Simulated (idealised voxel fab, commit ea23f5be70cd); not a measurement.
Process module under the name voxel air gaps
Cross-section cut spans 170 nm and uses square cells 5 nm in size.
The cross-sections in this document take the form of a grid made of square cells. They are written out as bands, in order from top to bottom. Each band consists of one or more rows of cells. The band entry comprises the height of the band's top followed by the height of its bottom, expressed in nm, and subsequently the band's materials from left to right, each stated together with its width in nm. Where a single material is marked with the word "full width", that material fills the band from edge to edge. The word "blank" represents empty space. For the purposes of this specification, 0 denotes the height below which the wafer in its as-received condition is composed wholly of one material, and the lowermost band, lacking a lower limit, extends downward without end, as expressed in "0..down". Think of "30..40" as a width that walks from the first number to the second as you go down the band, top row to bottom row, taking equal-sized steps from row to row. Any step labelled "no modification" changed none of the cells in the cross-section. Reported under the label "Tabulated closed voids" are the empty spaces having no open way to the top and comprising 8 cells or more; the notation for each is width x height at distance, in which the distance is measured from the left edge and all three values are in nm. On each step's line, the part that comes after the settings is the simulator's own comment on the step. A step's line can hold "overlay nm"; with a mask on that step, the setting says how far right of the planned place the mask lay, while a negative setting says it lay to the left.
So here's the lineup of process steps we planned
1. RECEIVE [material Si]
2. CONFORMAL_DEP [material SiO2] [thk nm 15]
3. CONFORMAL_DEP [material SiCN] [thk nm 5]
4. DIRECTIONAL_DEP [material lowk] [thk nm 25]
5. MASKED_ETCH [tone open] [mask id LINES] [width nm 20] [pitch nm 50] [etch materials lowk] [depth nm 35] [overlay nm 0]
6. CONFORMAL_DEP [material TiN] [thk nm 5]
7. FILL_DEP [material Ru] [thk nm 5]
8. CMP [height nm 55]
9. EPI [material Ru] [thk nm 10]
10. SELECTIVE_ETCH [etch materials lowk] [depth nm 45]
11. CONFORMAL_DEP [material SiCN] [thk nm 5]
For clarity, it should be stated that the wafers under discussion commence in an identical condition and differ with respect to the thk nm of step 4, the plan indicating the value that the first wafer had.
Cross-section of the first incoming wafer of several, state after step 1
	0..down = Si full width
	Tabulated closed voids: none
Once step 11, the last step, is complete, the module is at its end; this is the cross-section of the first of several wafers
	70..65 = SiCN full width
	65..50 = Ru full width
	50..45 = 30 TiN  10 Ru  40 TiN  10 Ru  40 TiN  10 Ru  30 TiN
	45..25 = 25 lowk  5 TiN  10 Ru  5 TiN  30 lowk  5 TiN  10 Ru  5 TiN  30 lowk  5 TiN  10 Ru  5 TiN  25 lowk
	25..20 = 25 lowk  20 TiN  30 lowk  20 TiN  30 lowk  20 TiN  25 lowk
	20..15 = SiCN full width
	15..0 = SiO2 full width
	0..down = Si full width
	Tabulated closed voids: none
The final wafer, sectioned at module end
	70..65 = 10 blank  150 SiCN  10 blank
	65..55 = 10 blank  5 SiCN  40 Ru  10 SiCN  40 Ru  10 SiCN  40 Ru  5 SiCN  10 blank
	55..50 = 10 blank  15 SiCN  5 TiN  10 Ru  5 TiN  30 SiCN  5 TiN  10 Ru  5 TiN  30 SiCN  5 TiN  10 Ru  5 TiN  15 SiCN  10 blank
	50..25 = 20 blank  5 SiCN  5 TiN  10 Ru  5 TiN  5 SiCN  20 blank  5 SiCN  5 TiN  10 Ru  5 TiN  5 SiCN  20 blank  5 SiCN  5 TiN  10 Ru  5 TiN  5 SiCN  20 blank
	25..20 = 25 SiCN  20 TiN  30 SiCN  20 TiN  30 SiCN  20 TiN  25 SiCN
	20..15 = SiCN full width
	15..0 = SiO2 full width
	0..down = Si full width
	Tabulated closed voids: 20 x 25 at 50; 20 x 25 at 100
Table: wafers, a row each; end-of-module cell change per material since receipt, gain (+), loss (-); then closed voids
thk nm 25 | +132 Ru | +68 SiCN | +102 SiO2 | +64 TiN | +110 lowk | Tabulated closed voids: none
thk nm 30 | +104 Ru | +68 SiCN | +102 SiO2 | +70 TiN | +132 lowk | Tabulated closed voids: none
thk nm 35 | +84 Ru | +146 SiCN | +102 SiO2 | +48 TiN | Tabulated closed voids: 20 x 25 at 50; 20 x 25 at 100
